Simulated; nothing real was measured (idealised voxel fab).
Name of the process module below: voxel transistor to metal
The cross-section on display is named cut; it measures 215 nm wide, and its cells are 5 nm squares.
A cross-section in this document is a grid of square cells, and it is written down as bands, the top band listed before the ones below it; a band is made up of one or more rows of cells.
What a band's entry tells you: where the top is and where the bottom is, as heights in nm, and after that what lies inside, material by material from left to right, each with its width in nm. Empty space is written as the word "air", and a single material marked with the word "edge to edge" occupies the band from edge to edge.
Heights are expressed relative to 0, this being the level below which the as-received wafer comprises one material exclusively. The lowest band is unbounded in the downward direction and is denoted as in "0 nm and below".
Width: "30..40" (first number = top row, second number = bottom row, same change from row to row of cells).
"identical to before" (step): cross-section cells unchanged, all of them.
"Enclosed void entries" lists enclosed empty spaces (at least 8 cells, no open path upward to the top), each as width x height at distance from the left edge, in nm.
It should be noted that, on the line of a given step, the content following the step's settings is a remark produced by the simulator itself with respect to that step.
"overlay nm" answers the question of how far to the right of plan the mask lay on a step that has a mask, and when it is negative the answer is to the left.

-- Intended process steps
1. RECEIVE,material Si
2. OXIDIZE,depth nm 5
3. CONFORMAL_DEP,material SiN,thk nm 15
4. MASKED_ETCH,tone cover,mask id ACTIVE,width nm 105,etch materials SiN,depth nm 15,overlay nm 0
5. MASKED_ETCH,tone cover,mask id ACTIVE,width nm 105,etch materials SiO2,depth nm 5,overlay nm 0
6. MASKED_ETCH,tone cover,mask id ACTIVE,width nm 105,etch materials Si,depth nm 25,overlay nm 0
7. OXIDIZE,depth nm 5
8. FILL_DEP,material SiO2,thk nm 15
9. CMP,height nm 15
10. SELECTIVE_ETCH,etch materials SiO2,depth nm 10
11. STRIP,etch materials SiN
12. SELECTIVE_ETCH,etch materials SiO2,depth nm 5
13. OXIDIZE,depth nm 5
14. DIRECTIONAL_DEP,material polySi,thk nm 25
15. DIRECTIONAL_DEP,material SiCN,thk nm 10
16. PATTERN,tone cover,mask id GATE,material resist,width nm 15,thk nm 15,overlay nm 0
17. DIRECTIONAL_ETCH,etch materials SiCN,depth nm 20
18. DIRECTIONAL_ETCH,etch materials polySi,depth nm 35
19. STRIP,etch materials resist
20. CONFORMAL_DEP,material SiO2,thk nm 5
21. DIRECTIONAL_ETCH,etch materials SiO2,depth nm 5
22. CONFORMAL_DEP,material SiN,thk nm 10
23. DIRECTIONAL_ETCH,etch materials SiN,depth nm 10
24. DIRECTIONAL_ETCH,etch materials SiO2,depth nm 5
25. DIRECTIONAL_ETCH,etch materials Si,depth nm 5
26. EPI,material nSi,thk nm 10
27. FILL_DEP,material SiO2,thk nm 10
28. CMP,height nm 30
29. DIRECTIONAL_DEP,material SiO2,thk nm 10
30. MASKED_ETCH,tone open,mask id CONTACT,width nm 20,pitch nm 75,etch materials SiO2,depth nm 40,overlay nm 0
31. CONFORMAL_DEP,material TiN,thk nm 5
32. FILL_DEP,material W,thk nm 10
33. CMP,height nm 40
34. DIRECTIONAL_DEP,material TiN,thk nm 5
35. DIRECTIONAL_DEP,material W,thk nm 5
36. MASKED_ETCH,tone cover,mask id METAL_1,width nm 20,pitch nm 75,etch materials W,depth nm 15,overlay nm 0
37. MASKED_ETCH,tone cover,mask id METAL_1,width nm 20,pitch nm 75,etch materials TiN,depth nm 5,overlay nm 0
38. CONFORMAL_DEP,material SiN,thk nm 5
39. FILL_DEP,material lowk,thk nm 10
40. CMP,height nm 60
41. CONFORMAL_DEP,material SiCN,thk nm 5
42. DIRECTIONAL_DEP,material SiO2,thk nm 35
43. PATTERN,tone open,mask id METAL_2_HOLES,material resist,width nm 15,pitch nm 75,thk nm 20,overlay nm 0
44. DIRECTIONAL_ETCH,etch materials SiO2,depth nm 35
45. STRIP,etch materials resist
46. DIRECTIONAL_DEP,material aC,thk nm 15
47. PATTERN,tone open,mask id METAL_2,material resist,width nm 20,pitch nm 75,thk nm 30,overlay nm 0
48. DIRECTIONAL_ETCH,etch materials aC,depth nm 15
49. STRIP,etch materials resist
50. DIRECTIONAL_ETCH,etch materials SiO2,depth nm 20
51. DIRECTIONAL_ETCH,etch materials SiCN,depth nm 5
52. STRIP,etch materials aC
53. CONFORMAL_DEP,material TiN,thk nm 5
54. FILL_DEP,material Ru,thk nm 10
55. CMP,height nm 100
56. CONFORMAL_DEP,material SiN,thk nm 5
Every wafer here starts from the same state; it is the step 35 thk nm that distinguishes them, and the value the plan gives belongs to the first wafer.

-- First of several wafers, received after step 1, in cross-section
	0 nm and below | Si edge to edge
	Enclosed void entries: none

-- Per wafer (row), end of module: delta in cells per material since receipt, (+) for gained, (-) for lost; closed voids after that
thk nm 5; +20 Ru; -214 Si; +43 SiCN; +126 SiN; +668 SiO2; +80 TiN; +36 W; +105 lowk; +24 nSi; +15 polySi; Enclosed void entries: none
thk nm 10; +20 Ru; -214 Si; +43 SiCN; +130 SiN; +668 SiO2; +80 TiN; +44 W; +93 lowk; +24 nSi; +15 polySi; Enclosed void entries: none
thk nm 15; +20 Ru; -214 Si; +43 SiCN; +122 SiN; +668 SiO2; +80 TiN; +52 W; +93 lowk; +24 nSi; +15 polySi; Enclosed void entries: none
thk nm 20; +20 Ru; -214 Si; +43 SiCN; +114 SiN; +668 SiO2; +115 TiN; +87 W; +31 lowk; +24 nSi; +15 polySi; Enclosed void entries: none
thk nm 25; +20 Ru; -214 Si; +43 SiCN; +110 SiN; +668 SiO2; +115 TiN; +122 W; +24 nSi; +15 polySi; Enclosed void entries: none
thk nm 30; +20 Ru; -214 Si; +43 SiCN; +75 SiN; +668 SiO2; +115 TiN; +157 W; +24 nSi; +15 polySi; Enclosed void entries: none
